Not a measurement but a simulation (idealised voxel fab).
process module | voxel ribs on slabs
cross-section cut | 275 nm wide | cells 5 nm
A cross-section is a grid of square cells, given in bands from the top down. A band is one or more rows of cells.
Each band's line starts with the height of the band's top and of its bottom, in nm. Then come its materials from left to right, each with its width in nm. One material with "throughout" fills the band from edge to edge. "air" is empty space.
Height 0 is the level under which the wafer as received is all one material. The lowest band goes on downwards, as in "0 down".
A width such as "30 to 40" changes by the same amount from each row of cells to the next, from the band's top row to its bottom row.
"no change" after a step means that no cell of the cross-section changed.
closed voids: empty space of 8 cells or more with no open way to the top, each as width x height at its distance from the left edge, in nm
after a step's settings: what the simulator itself notes on the step
overlay nm, on a step with a mask: how far to the right of its planned place the mask lay; to the left if negative
plan
1 op RECEIVE | material Si
2 op DIRECTIONAL_DEP | material SiO2 | thk nm 20
3 op DIRECTIONAL_DEP | material SiN | thk nm 20
4 op MASKED_ETCH | tone cover | mask id RIB | width nm 25 | etch materials SiN | depth nm 10 | overlay nm 0
5 op MASKED_ETCH | tone cover | mask id SLAB | width nm 55 | etch materials SiN | depth nm 10 | overlay nm 0
6 op FILL_DEP | material SiO2 | thk nm 25
7 op CMP | height nm 60
8 op DIRECTIONAL_DEP | material TiN | thk nm 5
9 op PATTERN | tone cover | mask id HEATER | material resist | width nm 35 | thk nm 20 | overlay nm 0
10 op DIRECTIONAL_ETCH | etch materials TiN | depth nm 5
11 op STRIP | etch materials resist
12 op CONFORMAL_DEP | material SiN | thk nm 10
first wafer, as planned
as received, after step 1
  0 down: Si throughout
  closed voids: none
after step 2
  20 to 0: SiO2 throughout
  below 0: unchanged
after step 3
  40 to 20: SiN throughout
  below 20: unchanged
after step 4
  40 to 30: air 125 | SiN 25 | air 125
  below 30: unchanged
after step 5
  40 to 30: air 125 | SiN 25 | air 125
  30 to 20: air 110 | SiN 55 | air 110
  below 20: unchanged
after step 6
  65 to 40: SiO2 throughout
  40 to 30: SiO2 125 | SiN 25 | SiO2 125
  30 to 20: SiO2 110 | SiN 55 | SiO2 110
  below 20: unchanged
after step 7
  60 to 40: SiO2 throughout
  below 40: unchanged
after step 8
  65 to 60: TiN throughout
  below 60: unchanged
after step 9
  85 to 65: air 120 | resist 35 | air 120
  below 65: unchanged
after step 10
  85 to 65: air 120 | resist 35 | air 120
  65 to 60: air 120 | TiN 35 | air 120
  below 60: unchanged
after step 11
  65 to 60: air 120 | TiN 35 | air 120
  below 60: unchanged
after step 12
  75 to 70: air 110 | SiN 55 | air 110
  70 to 65: SiN throughout
  65 to 60: SiN 120 | TiN 35 | SiN 120
  below 60: unchanged
second wafer: like start, like plan, one mistake. Through step 3 it matches the first wafer
when step 4 should have ended
  40 to 30: air 120 | SiN 25 | air 130
  below 30: unchanged
when step 5 should have ended
  40 to 30: air 120 | SiN 25 | air 130
  30 to 20: air 110 | SiN 55 | air 110
  below 20: unchanged
when step 6 should have ended
  65 to 40: SiO2 throughout
  40 to 30: SiO2 120 | SiN 25 | SiO2 130
  30 to 20: SiO2 110 | SiN 55 | SiO2 110
  below 20: unchanged
when step 7 should have ended
  60 to 40: SiO2 throughout
  below 40: unchanged
when step 8 should have ended
  65 to 60: TiN throughout
  below 60: unchanged
when step 9 should have ended
  85 to 65: air 120 | resist 35 | air 120
  below 65: unchanged
when step 10 should have ended
  85 to 65: air 120 | resist 35 | air 120
  65 to 60: air 120 | TiN 35 | air 120
  below 60: unchanged
when step 11 should have ended
  65 to 60: air 120 | TiN 35 | air 120
  below 60: unchanged
when step 12 should have ended
  75 to 70: air 110 | SiN 55 | air 110
  70 to 65: SiN throughout
  65 to 60: SiN 120 | TiN 35 | SiN 120
  below 60: unchanged
what went wrong: step 4 ran as: op MASKED_ETCH | tone cover | mask id RIB | width nm 25 | etch materials SiN | depth nm 10 | overlay nm -5
at the end the second wafer has, in cells: as many of each material as the first, in other places
